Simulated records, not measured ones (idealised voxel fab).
Process module heading - voxel ribs on slabs
This is section cut - it's 170 nm across, gridded in 5 nm square cells.
Cross-section format: a grid of square cells, given as bands from top to bottom; each band is one or more rows of cells.
Within each band entry, the heights of the top and of the bottom of the band appear first, in that order and in nm; the materials of the band then follow from left to right, each with its corresponding width in nm. The designation "everywhere" on a single material indicates that it fills the band from edge to edge; the designation "blank" indicates empty space.
Ref level 0: as-received wafer is one material below here. Bottom band extends down with no lower bound ("0..down").
Think of "30 to 40" as a width that walks from the first number to the second as you go down the band, top row to bottom row, taking equal-sized steps from row to row.
Step note "nothing was modified" = no cross-section cell changed.
What "Closed void listing" gives you is every empty space of 8 cells or more that is cut off from the top. Each appears as width x height at distance, with the distance taken from the left edge and width, height and distance all in nm.
Whatever follows a step's settings on its line is a remark the simulator itself makes about that step.
The setting "overlay nm" may be written on the line of a step. When the step uses a mask, the value reports how far to the right of the planned place the mask lay, and a negative value reports that it lay to the left.

### These are the steps we planned for the process
| 1 | RECEIVE,material Si |
| 2 | DIRECTIONAL_DEP,material SiO2,thk nm 30 |
| 3 | DIRECTIONAL_DEP,material SiN,thk nm 15 |
| 4 | PATTERN,tone cover,mask id RIB,material resist,width nm 20,thk nm 15,overlay nm 0 |
| 5 | DIRECTIONAL_ETCH,etch materials SiN,depth nm 10 |
| 6 | STRIP,etch materials resist |
| 7 | DIRECTIONAL_DEP,material aC,thk nm 15 |
| 8 | PATTERN,tone cover,mask id SLAB,material resist,width nm 70,thk nm 35,overlay nm 0 |
| 9 | DIRECTIONAL_ETCH,etch materials aC,depth nm 15 |
| 10 | STRIP,etch materials resist |
| 11 | DIRECTIONAL_ETCH,etch materials SiN,depth nm 5 |
| 12 | STRIP,etch materials aC |
| 13 | FILL_DEP,material SiO2,thk nm 20 |
| 14 | CMP,height nm 55 |
| 15 | DIRECTIONAL_DEP,material W,thk nm 10 |
| 16 | DIRECTIONAL_DEP,material aC,thk nm 10 |
| 17 | PATTERN,tone cover,mask id HEATER,material resist,width nm 30,thk nm 25,overlay nm 0 |
| 18 | DIRECTIONAL_ETCH,etch materials aC,depth nm 10 |
| 19 | STRIP,etch materials resist |
| 20 | DIRECTIONAL_ETCH,etch materials W,depth nm 10 |
| 21 | STRIP,etch materials aC |
| 22 | CONFORMAL_DEP,material SiN,thk nm 5 |

### Cross-section of the wafer upon arrival, representing the state reached after step 1
0..down: Si everywhere
Closed void listing: none

### Cross-section, end of module. Start: as above. Plan: as above. Execution: one mistake
70..65: blank=70 / SiN=30 / blank=70
65..60: blank=70 / SiN=5 / W=20 / SiN=5 / blank=70
60..55: SiN=75 / W=20 / SiN=75
55..45: SiO2 everywhere
45..35: SiO2=75 / SiN=20 / SiO2=75
35..30: SiO2=50 / SiN=70 / SiO2=50
30..0: SiO2 everywhere
0..down: Si everywhere
Closed void listing: none
Short version of what went wrong: in deviation from the planned setting, step 17 was conducted as PATTERN,tone cover,mask id HEATER,material resist,width nm 20,thk nm 25,overlay nm 0
